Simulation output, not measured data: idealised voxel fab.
The process module presented herein is designated voxel transistor to metal.
cross-section cut | 200 nm wide | cells 5 nm
Square cells in a grid make up a cross-section in this document, and the grid is given as bands, listed from the top down, each one or more rows of cells. Top height, bottom height, nm. Materials left to right, width each, nm. Single material + "all across" = fills band edge to edge. "air" = empty. It should be noted that heights are counted from 0, beneath which the wafer as supplied is of one material throughout, and that the lowest band possesses no lower boundary but continues downward, as written in "from 0 down". It should be noted that a width expressed as "30..40" varies in equal increments from row to row of cells within the band, taking the value of the first number at the top row and that of the second number at the bottom row. Key: "nothing different" - step with no changed cell in the cross-section. Closed-off voids of 8+ cells (no open route to the top) go in "Sealed void listing", written width x height at distance from the left edge, in nm. The remark found on a step's line after its settings is issued by the simulator itself and pertains to that step. The "overlay nm" setting may appear on a step's line; for a step that uses a mask, it gives how far to the right of its planned position the mask lay, and a negative value indicates the left.

Here's what the planned process steps look like:
1: RECEIVE with material Si
2: OXIDIZE with depth nm 5
3: CONFORMAL_DEP with material SiN, thk nm 15
4: MASKED_ETCH with tone cover, mask id ACTIVE, width nm 110, etch materials SiN, depth nm 15, overlay nm 0
5: MASKED_ETCH with tone cover, mask id ACTIVE, width nm 110, etch materials SiO2, depth nm 5, overlay nm 0
6: MASKED_ETCH with tone cover, mask id ACTIVE, width nm 110, etch materials Si, depth nm 25, overlay nm 0
7: FILL_DEP with material SiO2, thk nm 5
8: CMP with height nm 15
9: SELECTIVE_ETCH with etch materials SiO2, depth nm 10
10: STRIP with etch materials SiN
11: SELECTIVE_ETCH with etch materials SiO2, depth nm 5
12: OXIDIZE with depth nm 5
13: DIRECTIONAL_DEP with material polySi, thk nm 20
14: DIRECTIONAL_DEP with material SiCN, thk nm 15
15: MASKED_ETCH with tone cover, mask id GATE, width nm 30, etch materials SiCN, depth nm 25, overlay nm 0
16: MASKED_ETCH with tone cover, mask id GATE, width nm 30, etch materials polySi, depth nm 30, overlay nm 0
17: CONFORMAL_DEP with material SiN, thk nm 10
18: DIRECTIONAL_ETCH with etch materials SiN, depth nm 10
19: DIRECTIONAL_ETCH with etch materials SiO2, depth nm 5
20: DIRECTIONAL_ETCH with etch materials Si, depth nm 10
21: EPI with material SiGe, thk nm 10
22: FILL_DEP with material SiO2, thk nm 10
23: CMP with height nm 15
24: STRIP with etch materials polySi
25: SELECTIVE_ETCH with etch materials SiO2, depth nm 5
26: CONFORMAL_DEP with material HfO2, thk nm 5
27: CONFORMAL_DEP with material TiN, thk nm 5
28: FILL_DEP with material W, thk nm 10
29: CMP with height nm 10
30: DIRECTIONAL_DEP with material SiO2, thk nm 15
31: MASKED_ETCH with tone open, mask id CONTACT, width nm 15, pitch nm 80, etch materials SiO2, depth nm 35, overlay nm 0
32: CONFORMAL_DEP with material TiN, thk nm 5
33: FILL_DEP with material W, thk nm 5
34: CMP with height nm 25
35: DIRECTIONAL_DEP with material TiN, thk nm 5
36: DIRECTIONAL_DEP with material W, thk nm 20
37: DIRECTIONAL_DEP with material aC, thk nm 10
38: PATTERN with tone cover, mask id METAL_1, material resist, width nm 20, pitch nm 80, thk nm 25, overlay nm 0
39: DIRECTIONAL_ETCH with etch materials aC, depth nm 10
40: STRIP with etch materials resist
41: DIRECTIONAL_ETCH with etch materials W, depth nm 20
42: DIRECTIONAL_ETCH with etch materials TiN, depth nm 5
43: STRIP with etch materials aC
44: CONFORMAL_DEP with material SiN, thk nm 5
45: FILL_DEP with material SiO2, thk nm 10
46: CMP with height nm 50
47: CONFORMAL_DEP with material SiN, thk nm 5
For clarity, it should be stated that the wafers under discussion commence in an identical condition and differ with respect to the width nm of step 31, the plan indicating the value that the first wafer had.

After step 1, as received: first of several wafers, cross-section:
> from 0 down  Si all across
> Sealed void listing: none

Depicted here is the first of several wafers in cross-section, at module completion following the last step, step 47:
> from 55 to 50  SiN all across
> from 50 to 30  45 nm SiO2  5 nm SiN  20 nm W  5 nm SiN  50 nm SiO2  5 nm SiN  20 nm W  5 nm SiN  45 nm SiO2
> from 30 to 25  50 nm SiN  20 nm TiN  60 nm SiN  20 nm TiN  50 nm SiN
> from 25 to 10  55 nm SiO2  5 nm TiN  5 nm W  5 nm TiN  65 nm SiO2  5 nm TiN  5 nm W  5 nm TiN  50 nm SiO2
> from 10 to 5  55 nm SiO2  5 nm TiN  5 nm W  5 nm TiN  5 nm SiO2  10 nm SiN  5 nm HfO2  5 nm TiN  10 nm W  5 nm TiN  5 nm HfO2  10 nm SiN  10 nm SiO2  5 nm TiN  5 nm W  5 nm TiN  50 nm SiO2
> from 5 to 0  55 nm SiO2  15 nm TiN  5 nm SiO2  10 nm SiN  5 nm HfO2  5 nm TiN  10 nm W  5 nm TiN  5 nm HfO2  10 nm SiN  10 nm SiO2  15 nm TiN  50 nm SiO2
> from 0 to -5  40 nm SiO2  10 nm SiN  10 nm SiGe  5 nm TiN  10 nm SiGe  10 nm SiN  5 nm HfO2  20 nm TiN  5 nm HfO2  10 nm SiN  10 nm SiGe  5 nm TiN  10 nm SiGe  10 nm SiN  40 nm SiO2
> from -5 to -10  50 nm SiO2  10 nm SiGe  5 nm TiN  10 nm SiGe  5 nm SiO2  40 nm HfO2  5 nm SiO2  10 nm SiGe  5 nm TiN  10 nm SiGe  50 nm SiO2
> from -10 to -20  45 nm SiO2  5 nm Si  25 nm SiGe  50 nm Si  25 nm SiGe  5 nm Si  45 nm SiO2
> from -20 to -30  45 nm SiO2  110 nm Si  45 nm SiO2
> from -30 down  Si all across
> Sealed void listing: none

Last wafer x-sec, end of module:
> from 55 to 50  SiN all across
> from 50 to 30  45 nm SiO2  5 nm SiN  20 nm W  5 nm SiN  50 nm SiO2  5 nm SiN  20 nm W  5 nm SiN  45 nm SiO2
> from 30 to 25  50 nm SiN  20 nm TiN  60 nm SiN  20 nm TiN  50 nm SiN
> from 25 to 15  45 nm SiO2  5 nm TiN  25 nm W  5 nm TiN  45 nm SiO2  5 nm TiN  25 nm W  5 nm TiN  40 nm SiO2
> from 15 to 10  45 nm SiO2  5 nm TiN  20 nm W  10 nm TiN  45 nm SiO2  5 nm TiN  25 nm W  5 nm TiN  40 nm SiO2
> from 10 to 5  45 nm SiO2  5 nm TiN  20 nm W  5 nm TiN  10 nm SiN  5 nm HfO2  5 nm TiN  10 nm W  5 nm TiN  5 nm HfO2  10 nm SiN  5 nm TiN  25 nm W  5 nm TiN  40 nm SiO2
> from 5 to 0  45 nm SiO2  30 nm TiN  10 nm SiN  5 nm HfO2  5 nm TiN  10 nm W  5 nm TiN  5 nm HfO2  10 nm SiN  35 nm TiN  40 nm SiO2
> from 0 to -5  40 nm SiO2  10 nm SiN  10 nm SiGe  5 nm TiN  10 nm SiGe  10 nm SiN  5 nm HfO2  20 nm TiN  5 nm HfO2  10 nm SiN  10 nm SiGe  5 nm TiN  10 nm SiGe  10 nm SiN  40 nm SiO2
> from -5 to -10  50 nm SiO2  10 nm SiGe  5 nm TiN  10 nm SiGe  5 nm SiO2  40 nm HfO2  5 nm SiO2  10 nm SiGe  5 nm TiN  10 nm SiGe  50 nm SiO2
> from -10 to -20  45 nm SiO2  5 nm Si  25 nm SiGe  50 nm Si  25 nm SiGe  5 nm Si  45 nm SiO2
> from -20 to -30  45 nm SiO2  110 nm Si  45 nm SiO2
> from -30 down  Si all across
> Sealed void listing: none

Per wafer, end of module: cells gained (+) or lost (-) per material since receipt, then closed voids:
width nm 15 | +14 HfO2 | -172 Si | +36 SiGe | +104 SiN | +372 SiO2 | +42 TiN | +44 W | Sealed void listing: none
width nm 20 | +14 HfO2 | -172 Si | +36 SiGe | +104 SiN | +362 SiO2 | +44 TiN | +52 W | Sealed void listing: none
width nm 25 | +14 HfO2 | -172 Si | +36 SiGe | +104 SiN | +352 SiO2 | +46 TiN | +60 W | Sealed void listing: none
width nm 30 | +14 HfO2 | -172 Si | +36 SiGe | +104 SiN | +342 SiO2 | +48 TiN | +68 W | Sealed void listing: none
width nm 35 | +14 HfO2 | -172 Si | +36 SiGe | +104 SiN | +334 SiO2 | +50 TiN | +74 W | Sealed void listing: none
